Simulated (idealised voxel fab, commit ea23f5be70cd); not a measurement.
Process module under the name voxel wiring stack
Cross-section cut: width 165 nm, square cells of 5 nm.
A cross-section in this document is a grid of square cells, and it is written down as bands, the top band listed before the ones below it; a band is made up of one or more rows of cells. In this notation a band is specified by the heights of its top and bottom, in that order and in nm, after which its materials appear from left to right, each paired with its width in nm. The word "full width" attached to a single material means that material fills the band from edge to edge; the word "blank" stands for empty space. Convention: height 0 is the level below which the wafer, as received, is all one material. The lowest band does not terminate at the bottom but continues downward, represented as "0 and below". Think of "30..40" as a width that walks from the first number to the second as you go down the band, top row to bottom row, taking equal-sized steps from row to row. "left unchanged" means the step left every cell of the cross-section as it was. The label "Completely enclosed voids" introduces a list of the empty spaces, 8 cells or larger, that have no open way up to the top; each entry in it reads width x height at distance, where the distance is taken from the left edge and all three are stated in nm. Read whatever lies past the settings on a step's line as the simulator's own remark about the step. "overlay nm", when on a step's line for a step with a mask, measures how far to the right of its planned place the mask lay; a negative measure means to the left.

plan
1,RECEIVE with material Si
2,CONFORMAL_DEP with material SiO2, thk nm 10
3,DIRECTIONAL_DEP with material TiN, thk nm 5
4,DIRECTIONAL_DEP with material W, thk nm 25
5,PATTERN with tone cover, mask id METAL_1, material resist, width nm 20, pitch nm 40, thk nm 15, overlay nm 0
6,DIRECTIONAL_ETCH with etch materials W, depth nm 25
7,DIRECTIONAL_ETCH with etch materials TiN, depth nm 5
8,STRIP with etch materials resist
9,CONFORMAL_DEP with material SiCN, thk nm 5
10,FILL_DEP with material lowk, thk nm 10
11,CMP with height nm 40
12,CONFORMAL_DEP with material SiCN, thk nm 5
13,DIRECTIONAL_DEP with material SiO2, thk nm 20
14,DIRECTIONAL_DEP with material aC, thk nm 10
15,PATTERN with tone open, mask id PLUG_1, material resist, width nm 15, pitch nm 40, thk nm 25, overlay nm 0
16,DIRECTIONAL_ETCH with etch materials aC, depth nm 10
17,STRIP with etch materials resist
18,DIRECTIONAL_ETCH with etch materials SiO2, depth nm 20
19,DIRECTIONAL_ETCH with etch materials SiCN, depth nm 5
20,STRIP with etch materials aC
21,CONFORMAL_DEP with material TiN, thk nm 5
22,FILL_DEP with material Cu, thk nm 10
23,CMP with height nm 65
24,DIRECTIONAL_DEP with material TiN, thk nm 5
25,DIRECTIONAL_DEP with material Ru, thk nm 15
26,PATTERN with tone cover, mask id METAL_2, material resist, width nm 20, pitch nm 40, thk nm 20, overlay nm 0
27,DIRECTIONAL_ETCH with etch materials Ru, depth nm 15
28,DIRECTIONAL_ETCH with etch materials TiN, depth nm 5
29,STRIP with etch materials resist
30,FILL_DEP with material lowk, thk nm 10
31,CMP with height nm 85
32,CONFORMAL_DEP with material SiCN, thk nm 5
33,DIRECTIONAL_DEP with material lowk, thk nm 20
34,PATTERN with tone open, mask id PLUG_2, material resist, width nm 15, pitch nm 40, thk nm 15, overlay nm 0
35,DIRECTIONAL_ETCH with etch materials lowk, depth nm 20
36,DIRECTIONAL_ETCH with etch materials SiCN, depth nm 5
37,STRIP with etch materials resist
38,EPI with material Ru, thk nm 10
39,EPI with material Ru, thk nm 10
40,EPI with material Ru, thk nm 5
41,DIRECTIONAL_DEP with material TiN, thk nm 5
42,DIRECTIONAL_DEP with material Ru, thk nm 15
43,DIRECTIONAL_DEP with material aC, thk nm 10
44,PATTERN with tone cover, mask id METAL_3, material resist, width nm 20, pitch nm 40, thk nm 25, overlay nm 0
45,DIRECTIONAL_ETCH with etch materials aC, depth nm 10
46,STRIP with etch materials resist
47,DIRECTIONAL_ETCH with etch materials Ru, depth nm 15
48,DIRECTIONAL_ETCH with etch materials TiN, depth nm 5
49,STRIP with etch materials aC
50,CONFORMAL_DEP with material SiN, thk nm 5
51,FILL_DEP with material SiO2, thk nm 10
52,CMP with height nm 130
53,CONFORMAL_DEP with material SiCN, thk nm 5
54,DIRECTIONAL_DEP with material lowk, thk nm 20
55,MASKED_ETCH with tone open, mask id PLUG_3, width nm 15, pitch nm 40, etch materials lowk, depth nm 20, overlay nm 0
56,MASKED_ETCH with tone open, mask id PLUG_3, width nm 15, pitch nm 40, etch materials SiCN, depth nm 5, overlay nm 0
57,EPI with material Ru, thk nm 10
58,EPI with material Ru, thk nm 10
59,EPI with material Ru, thk nm 5
60,DIRECTIONAL_DEP with material TiN, thk nm 5
61,DIRECTIONAL_DEP with material W, thk nm 15
62,MASKED_ETCH with tone cover, mask id METAL_4, width nm 20, pitch nm 40, etch materials W, depth nm 15, overlay nm 0
63,MASKED_ETCH with tone cover, mask id METAL_4, width nm 20, pitch nm 40, etch materials TiN, depth nm 5, overlay nm 0
64,FILL_DEP with material SiO2, thk nm 10
65,CMP with height nm 175
66,CONFORMAL_DEP with material SiCN, thk nm 5

On the first of the two wafers: run conducted according to plan

As received (post step 1): cross-section
* 0 and below | Si full width
* Completely enclosed voids: none

Presented here is a cross-section of the wafer after step 2 has been performed
* 10 down to 0 | SiO2 full width
* Under the height 0 nothing was changed.

Presented here is a cross-section of the wafer after step 3 has been performed
* 15 down to 10 | TiN full width
* Under the height 10 nothing was changed.

Presented here is a cross-section of the wafer after step 4 has been performed
* 40 down to 15 | W full width
* Under the height 15 nothing was changed.

Presented here is a cross-section of the wafer after step 5 has been performed
* 55 down to 40 | 30 of blank, 20 of resist, 20 of blank, 20 of resist, 20 of blank, 20 of resist, 35 of blank
* Under the height 40 nothing was changed.

Presented here is a cross-section of the wafer after step 6 has been performed
* 55 down to 40 | 30 of blank, 20 of resist, 20 of blank, 20 of resist, 20 of blank, 20 of resist, 35 of blank
* 40 down to 15 | 30 of blank, 20 of W, 20 of blank, 20 of W, 20 of blank, 20 of W, 35 of blank
* Under the height 15 nothing was changed.

Presented here is a cross-section of the wafer after step 7 has been performed
* 55 down to 40 | 30 of blank, 20 of resist, 20 of blank, 20 of resist, 20 of blank, 20 of resist, 35 of blank
* 40 down to 15 | 30 of blank, 20 of W, 20 of blank, 20 of W, 20 of blank, 20 of W, 35 of blank
* 15 down to 10 | 30 of blank, 20 of TiN, 20 of blank, 20 of TiN, 20 of blank, 20 of TiN, 35 of blank
* Under the height 10 nothing was changed.

Presented here is a cross-section of the wafer after step 8 has been performed
* 40 down to 15 | 30 of blank, 20 of W, 20 of blank, 20 of W, 20 of blank, 20 of W, 35 of blank
* Under the height 15 nothing was changed.

Presented here is a cross-section of the wafer after step 9 has been performed
* 45 down to 40 | 25 of blank, 30 of SiCN, 10 of blank, 30 of SiCN, 10 of blank, 30 of SiCN, 30 of blank
* 40 down to 15 | 25 of blank, 5 of SiCN, 20 of W, 5 of SiCN, 10 of blank, 5 of SiCN, 20 of W, 5 of SiCN, 10 of blank, 5 of SiCN, 20 of W, 5 of SiCN, 30 of blank
* 15 down to 10 | 30 of SiCN, 20 of TiN, 20 of SiCN, 20 of TiN, 20 of SiCN, 20 of TiN, 35 of SiCN
* Under the height 10 nothing was changed.

Presented here is a cross-section of the wafer after step 10 has been performed
* 55 down to 45 | lowk full width
* 45 down to 40 | 25 of lowk, 30 of SiCN, 10 of lowk, 30 of SiCN, 10 of lowk, 30 of SiCN, 30 of lowk
* 40 down to 15 | 25 of lowk, 5 of SiCN, 20 of W, 5 of SiCN, 10 of lowk, 5 of SiCN, 20 of W, 5 of SiCN, 10 of lowk, 5 of SiCN, 20 of W, 5 of SiCN, 30 of lowk
* Under the height 15 nothing was changed.

Presented here is a cross-section of the wafer after step 11 has been performed
* 40 down to 15 | 25 of lowk, 5 of SiCN, 20 of W, 5 of SiCN, 10 of lowk, 5 of SiCN, 20 of W, 5 of SiCN, 10 of lowk, 5 of SiCN, 20 of W, 5 of SiCN, 30 of lowk
* Under the height 15 nothing was changed.

Presented here is a cross-section of the wafer after step 12 has been performed
* 45 down to 40 | SiCN full width
* Under the height 40 nothing was changed.

Presented here is a cross-section of the wafer after step 13 has been performed
* 65 down to 45 | SiO2 full width
* Under the height 45 nothing was changed.

Presented here is a cross-section of the wafer after step 14 has been performed
* 75 down to 65 | aC full width
* Under the height 65 nothing was changed.

Presented here is a cross-section of the wafer after step 15 has been performed
* 100 down to 75 | 30 of resist, 15 of blank, 25 of resist, 15 of blank, 25 of resist, 15 of blank, 40 of resist
* Under the height 75 nothing was changed.

Presented here is a cross-section of the wafer after step 16 has been performed
* 90 down to 75 | 30 of resist, 15 of blank, 25 of resist, 15 of blank, 25 of resist, 15 of blank, 40 of resist
* 75 down to 65 | 30 of aC, 15 of blank, 25 of aC, 15 of blank, 25 of aC, 15 of blank, 40 of aC
* Under the height 65 nothing was changed.

Presented here is a cross-section of the wafer after step 17 has been performed
* 75 down to 65 | 30 of aC, 15 of blank, 25 of aC, 15 of blank, 25 of aC, 15 of blank, 40 of aC
* Under the height 65 nothing was changed.

Presented here is a cross-section of the wafer after step 18 has been performed
* 75 down to 65 | 30 of aC, 15 of blank, 25 of aC, 15 of blank, 25 of aC, 15 of blank, 40 of aC
* 65 down to 45 | 30 of SiO2, 15 of blank, 25 of SiO2, 15 of blank, 25 of SiO2, 15 of blank, 40 of SiO2
* Under the height 45 nothing was changed.

Presented here is a cross-section of the wafer after step 19 has been performed
* 75 down to 65 | 30 of aC, 15 of blank, 25 of aC, 15 of blank, 25 of aC, 15 of blank, 40 of aC
* 65 down to 45 | 30 of SiO2, 15 of blank, 25 of SiO2, 15 of blank, 25 of SiO2, 15 of blank, 40 of SiO2
* 45 down to 40 | 30 of SiCN, 15 of blank, 25 of SiCN, 15 of blank, 25 of SiCN, 15 of blank, 40 of SiCN
* Under the height 40 nothing was changed.

Presented here is a cross-section of the wafer after step 20 has been performed
* 65 down to 45 | 30 of SiO2, 15 of blank, 25 of SiO2, 15 of blank, 25 of SiO2, 15 of blank, 40 of SiO2
* Under the height 45 nothing was changed.

Presented here is a cross-section of the wafer after step 21 has been performed
* 70 down to 65 | 35 of TiN, 5 of blank, 35 of TiN, 5 of blank, 35 of TiN, 5 of blank, 45 of TiN
* 65 down to 45 | 30 of SiO2, 5 of TiN, 5 of blank, 5 of TiN, 25 of SiO2, 5 of TiN, 5 of blank, 5 of TiN, 25 of SiO2, 5 of TiN, 5 of blank, 5 of TiN, 40 of SiO2
* 45 down to 40 | 30 of SiCN, 15 of TiN, 25 of SiCN, 15 of TiN, 25 of SiCN, 15 of TiN, 40 of SiCN
* Under the height 40 nothing was changed.

Presented here is a cross-section of the wafer after step 22 has been performed
* 80 down to 70 | Cu full width
* 70 down to 65 | 35 of TiN, 5 of Cu, 35 of TiN, 5 of Cu, 35 of TiN, 5 of Cu, 45 of TiN
* 65 down to 45 | 30 of SiO2, 5 of TiN, 5 of Cu, 5 of TiN, 25 of SiO2, 5 of TiN, 5 of Cu, 5 of TiN, 25 of SiO2, 5 of TiN, 5 of Cu, 5 of TiN, 40 of SiO2
* Under the height 45 nothing was changed.

Presented here is a cross-section of the wafer after step 23 has been performed
* 65 down to 45 | 30 of SiO2, 5 of TiN, 5 of Cu, 5 of TiN, 25 of SiO2, 5 of TiN, 5 of Cu, 5 of TiN, 25 of SiO2, 5 of TiN, 5 of Cu, 5 of TiN, 40 of SiO2
* Under the height 45 nothing was changed.

Presented here is a cross-section of the wafer after step 24 has been performed
* 70 down to 65 | TiN full width
* Under the height 65 nothing was changed.

Presented here is a cross-section of the wafer after step 25 has been performed
* 85 down to 70 | Ru full width
* Under the height 70 nothing was changed.

Presented here is a cross-section of the wafer after step 26 has been performed
* 105 down to 85 | 30 of blank, 20 of resist, 20 of blank, 20 of resist, 20 of blank, 20 of resist, 35 of blank
* Under the height 85 nothing was changed.

Presented here is a cross-section of the wafer after step 27 has been performed
* 105 down to 85 | 30 of blank, 20 of resist, 20 of blank, 20 of resist, 20 of blank, 20 of resist, 35 of blank
* 85 down to 70 | 30 of blank, 20 of Ru, 20 of blank, 20 of Ru, 20 of blank, 20 of Ru, 35 of blank
* Under the height 70 nothing was changed.

Presented here is a cross-section of the wafer after step 28 has been performed
* 105 down to 85 | 30 of blank, 20 of resist, 20 of blank, 20 of resist, 20 of blank, 20 of resist, 35 of blank
* 85 down to 70 | 30 of blank, 20 of Ru, 20 of blank, 20 of Ru, 20 of blank, 20 of Ru, 35 of blank
* 70 down to 65 | 30 of blank, 20 of TiN, 20 of blank, 20 of TiN, 20 of blank, 20 of TiN, 35 of blank
* Under the height 65 nothing was changed.

Presented here is a cross-section of the wafer after step 29 has been performed
* 85 down to 70 | 30 of blank, 20 of Ru, 20 of blank, 20 of Ru, 20 of blank, 20 of Ru, 35 of blank
* Under the height 70 nothing was changed.

Presented here is a cross-section of the wafer after step 30 has been performed
* 95 down to 85 | lowk full width
* 85 down to 70 | 30 of lowk, 20 of Ru, 20 of lowk, 20 of Ru, 20 of lowk, 20 of Ru, 35 of lowk
* 70 down to 65 | 30 of lowk, 20 of TiN, 20 of lowk, 20 of TiN, 20 of lowk, 20 of TiN, 35 of lowk
* Under the height 65 nothing was changed.

Presented here is a cross-section of the wafer after step 31 has been performed
* 85 down to 70 | 30 of lowk, 20 of Ru, 20 of lowk, 20 of Ru, 20 of lowk, 20 of Ru, 35 of lowk
* Under the height 70 nothing was changed.

Presented here is a cross-section of the wafer after step 32 has been performed
* 90 down to 85 | SiCN full width
* Under the height 85 nothing was changed.

Presented here is a cross-section of the wafer after step 33 has been performed
* 110 down to 90 | lowk full width
* Under the height 90 nothing was changed.

Presented here is a cross-section of the wafer after step 34 has been performed
* 125 down to 110 | 30 of resist, 15 of blank, 25 of resist, 15 of blank, 25 of resist, 15 of blank, 40 of resist
* Under the height 110 nothing was changed.

Presented here is a cross-section of the wafer after step 35 has been performed
* 125 down to 110 | 30 of resist, 15 of blank, 25 of resist, 15 of blank, 25 of resist, 15 of blank, 40 of resist
* 110 down to 90 | 30 of lowk, 15 of blank, 25 of lowk, 15 of blank, 25 of lowk, 15 of blank, 40 of lowk
* Under the height 90 nothing was changed.

Presented here is a cross-section of the wafer after step 36 has been performed
* 125 down to 110 | 30 of resist, 15 of blank, 25 of resist, 15 of blank, 25 of resist, 15 of blank, 40 of resist
* 110 down to 90 | 30 of lowk, 15 of blank, 25 of lowk, 15 of blank, 25 of lowk, 15 of blank, 40 of lowk
* 90 down to 85 | 30 of SiCN, 15 of blank, 25 of SiCN, 15 of blank, 25 of SiCN, 15 of blank, 40 of SiCN
* Under the height 85 nothing was changed.

Presented here is a cross-section of the wafer after step 37 has been performed
* 110 down to 90 | 30 of lowk, 15 of blank, 25 of lowk, 15 of blank, 25 of lowk, 15 of blank, 40 of lowk
* Under the height 90 nothing was changed.

Presented here is a cross-section of the wafer after step 38 has been performed
* 110 down to 95 | 30 of lowk, 15 of blank, 25 of lowk, 15 of blank, 25 of lowk, 15 of blank, 40 of lowk
* 95 down to 90 | 30 of lowk, 15 of Ru, 25 of lowk, 15 of Ru, 25 of lowk, 15 of Ru, 40 of lowk
* 90 down to 85 | 30 of SiCN, 15 of Ru, 25 of SiCN, 15 of Ru, 25 of SiCN, 15 of Ru, 40 of SiCN
* Under the height 85 nothing was changed.

Presented here is a cross-section of the wafer after step 39 has been performed
* 110 down to 105 | 30 of lowk, 15 of blank, 25 of lowk, 15 of blank, 25 of lowk, 15 of blank, 40 of lowk
* 105 down to 90 | 30 of lowk, 15 of Ru, 25 of lowk, 15 of Ru, 25 of lowk, 15 of Ru, 40 of lowk
* Under the height 90 nothing was changed.

Presented here is a cross-section of the wafer after step 40 has been performed
* 110 down to 90 | 30 of lowk, 15 of Ru, 25 of lowk, 15 of Ru, 25 of lowk, 15 of Ru, 40 of lowk
* Under the height 90 nothing was changed.

Presented here is a cross-section of the wafer after step 41 has been performed
* 115 down to 110 | TiN full width
* Under the height 110 nothing was changed.

Presented here is a cross-section of the wafer after step 42 has been performed
* 130 down to 115 | Ru full width
* Under the height 115 nothing was changed.

Presented here is a cross-section of the wafer after step 43 has been performed
* 140 down to 130 | aC full width
* Under the height 130 nothing was changed.

Presented here is a cross-section of the wafer after step 44 has been performed
* 165 down to 140 | 30 of blank, 20 of resist, 20 of blank, 20 of resist, 20 of blank, 20 of resist, 35 of blank
* Under the height 140 nothing was changed.

Presented here is a cross-section of the wafer after step 45 has been performed
* 155 down to 140 | 30 of blank, 20 of resist, 20 of blank, 20 of resist, 20 of blank, 20 of resist, 35 of blank
* 140 down to 130 | 30 of blank, 20 of aC, 20 of blank, 20 of aC, 20 of blank, 20 of aC, 35 of blank
* Under the height 130 nothing was changed.

Presented here is a cross-section of the wafer after step 46 has been performed
* 140 down to 130 | 30 of blank, 20 of aC, 20 of blank, 20 of aC, 20 of blank, 20 of aC, 35 of blank
* Under the height 130 nothing was changed.

Presented here is a cross-section of the wafer after step 47 has been performed
* 140 down to 130 | 30 of blank, 20 of aC, 20 of blank, 20 of aC, 20 of blank, 20 of aC, 35 of blank
* 130 down to 115 | 30 of blank, 20 of Ru, 20 of blank, 20 of Ru, 20 of blank, 20 of Ru, 35 of blank
* Under the height 115 nothing was changed.

Presented here is a cross-section of the wafer after step 48 has been performed
* 140 down to 130 | 30 of blank, 20 of aC, 20 of blank, 20 of aC, 20 of blank, 20 of aC, 35 of blank
* 130 down to 115 | 30 of blank, 20 of Ru, 20 of blank, 20 of Ru, 20 of blank, 20 of Ru, 35 of blank
* 115 down to 110 | 30 of blank, 20 of TiN, 20 of blank, 20 of TiN, 20 of blank, 20 of TiN, 35 of blank
* Under the height 110 nothing was changed.

Presented here is a cross-section of the wafer after step 49 has been performed
* 130 down to 115 | 30 of blank, 20 of Ru, 20 of blank, 20 of Ru, 20 of blank, 20 of Ru, 35 of blank
* Under the height 115 nothing was changed.

Presented here is a cross-section of the wafer after step 50 has been performed
* 135 down to 130 | 25 of blank, 30 of SiN, 10 of blank, 30 of SiN, 10 of blank, 30 of SiN, 30 of blank
* 130 down to 115 | 25 of blank, 5 of SiN, 20 of Ru, 5 of SiN, 10 of blank, 5 of SiN, 20 of Ru, 5 of SiN, 10 of blank, 5 of SiN, 20 of Ru, 5 of SiN, 30 of blank
* 115 down to 110 | 30 of SiN, 20 of TiN, 20 of SiN, 20 of TiN, 20 of SiN, 20 of TiN, 35 of SiN
* Under the height 110 nothing was changed.

Presented here is a cross-section of the wafer after step 51 has been performed
* 145 down to 135 | SiO2 full width
* 135 down to 130 | 25 of SiO2, 30 of SiN, 10 of SiO2, 30 of SiN, 10 of SiO2, 30 of SiN, 30 of SiO2
* 130 down to 115 | 25 of SiO2, 5 of SiN, 20 of Ru, 5 of SiN, 10 of SiO2, 5 of SiN, 20 of Ru, 5 of SiN, 10 of SiO2, 5 of SiN, 20 of Ru, 5 of SiN, 30 of SiO2
* Under the height 115 nothing was changed.

Presented here is a cross-section of the wafer after step 52 has been performed
* 130 down to 115 | 25 of SiO2, 5 of SiN, 20 of Ru, 5 of SiN, 10 of SiO2, 5 of SiN, 20 of Ru, 5 of SiN, 10 of SiO2, 5 of SiN, 20 of Ru, 5 of SiN, 30 of SiO2
* Under the height 115 nothing was changed.

Presented here is a cross-section of the wafer after step 53 has been performed
* 135 down to 130 | SiCN full width
* Under the height 130 nothing was changed.

Presented here is a cross-section of the wafer after step 54 has been performed
* 155 down to 135 | lowk full width
* Under the height 135 nothing was changed.

Presented here is a cross-section of the wafer after step 55 has been performed
* 155 down to 135 | 30 of lowk, 15 of blank, 25 of lowk, 15 of blank, 25 of lowk, 15 of blank, 40 of lowk
* Under the height 135 nothing was changed.

Presented here is a cross-section of the wafer after step 56 has been performed
* 155 down to 135 | 30 of lowk, 15 of blank, 25 of lowk, 15 of blank, 25 of lowk, 15 of blank, 40 of lowk
* 135 down to 130 | 30 of SiCN, 15 of blank, 25 of SiCN, 15 of blank, 25 of SiCN, 15 of blank, 40 of SiCN
* Under the height 130 nothing was changed.

Presented here is a cross-section of the wafer after step 57 has been performed
* 155 down to 140 | 30 of lowk, 15 of blank, 25 of lowk, 15 of blank, 25 of lowk, 15 of blank, 40 of lowk
* 140 down to 135 | 30 of lowk, 15 of Ru, 25 of lowk, 15 of Ru, 25 of lowk, 15 of Ru, 40 of lowk
* 135 down to 130 | 30 of SiCN, 15 of Ru, 25 of SiCN, 15 of Ru, 25 of SiCN, 15 of Ru, 40 of SiCN
* Under the height 130 nothing was changed.

Presented here is a cross-section of the wafer after step 58 has been performed
* 155 down to 150 | 30 of lowk, 15 of blank, 25 of lowk, 15 of blank, 25 of lowk, 15 of blank, 40 of lowk
* 150 down to 135 | 30 of lowk, 15 of Ru, 25 of lowk, 15 of Ru, 25 of lowk, 15 of Ru, 40 of lowk
* Under the height 135 nothing was changed.

Presented here is a cross-section of the wafer after step 59 has been performed
* 155 down to 135 | 30 of lowk, 15 of Ru, 25 of lowk, 15 of Ru, 25 of lowk, 15 of Ru, 40 of lowk
* Under the height 135 nothing was changed.

Presented here is a cross-section of the wafer after step 60 has been performed
* 160 down to 155 | TiN full width
* Under the height 155 nothing was changed.

Presented here is a cross-section of the wafer after step 61 has been performed
* 175 down to 160 | W full width
* Under the height 160 nothing was changed.

Presented here is a cross-section of the wafer after step 62 has been performed
* 175 down to 160 | 30 of blank, 20 of W, 20 of blank, 20 of W, 20 of blank, 20 of W, 35 of blank
* Under the height 160 nothing was changed.

Presented here is a cross-section of the wafer after step 63 has been performed
* 175 down to 160 | 30 of blank, 20 of W, 20 of blank, 20 of W, 20 of blank, 20 of W, 35 of blank
* 160 down to 155 | 30 of blank, 20 of TiN, 20 of blank, 20 of TiN, 20 of blank, 20 of TiN, 35 of blank
* Under the height 155 nothing was changed.

Presented here is a cross-section of the wafer after step 64 has been performed
* 185 down to 175 | SiO2 full width
* 175 down to 160 | 30 of SiO2, 20 of W, 20 of SiO2, 20 of W, 20 of SiO2, 20 of W, 35 of SiO2
* 160 down to 155 | 30 of SiO2, 20 of TiN, 20 of SiO2, 20 of TiN, 20 of SiO2, 20 of TiN, 35 of SiO2
* Under the height 155 nothing was changed.

Presented here is a cross-section of the wafer after step 65 has been performed
* 175 down to 160 | 30 of SiO2, 20 of W, 20 of SiO2, 20 of W, 20 of SiO2, 20 of W, 35 of SiO2
* Under the height 160 nothing was changed.

Presented here is a cross-section of the wafer after step 66 has been performed
* 180 down to 175 | SiCN full width
* Under the height 175 nothing was changed.

Wafer two of the pair: same origin, same plan, one error during the run; identical to wafer one up to and including step 62

Second wafer, cut view, end of step 63 per plan
* 175 down to 160 | 30 of blank, 20 of W, 20 of blank, 20 of W, 20 of blank, 20 of W, 35 of blank
* 160 down to 155 | 20 of blank, 30 of TiN, 10 of blank, 30 of TiN, 10 of blank, 30 of TiN, 35 of blank
* Under the height 155 nothing was changed.

Second wafer, cut view, end of step 64 per plan
* 185 down to 175 | SiO2 full width
* 175 down to 160 | 30 of SiO2, 20 of W, 20 of SiO2, 20 of W, 20 of SiO2, 20 of W, 35 of SiO2
* 160 down to 155 | 20 of SiO2, 30 of TiN, 10 of SiO2, 30 of TiN, 10 of SiO2, 30 of TiN, 35 of SiO2
* Under the height 155 nothing was changed.

Second wafer, cut view, end of step 65 per plan
* 175 down to 160 | 30 of SiO2, 20 of W, 20 of SiO2, 20 of W, 20 of SiO2, 20 of W, 35 of SiO2
* Under the height 160 nothing was changed.

Second wafer, cut view, end of step 66 per plan
* 180 down to 175 | SiCN full width
* Under the height 175 nothing was changed.
Here's what went sideways: for step 63, the planned setting was not used; the step was instead run as MASKED_ETCH with tone cover, mask id METAL_4, width nm 20, pitch nm 40, etch materials TiN, depth nm 5, overlay nm -10
It is noted that, at the conclusion of processing, the second wafer exhibits a higher or lower cell count for certain materials relative to the first: SiO2: 6 fewer | TiN: 6 more
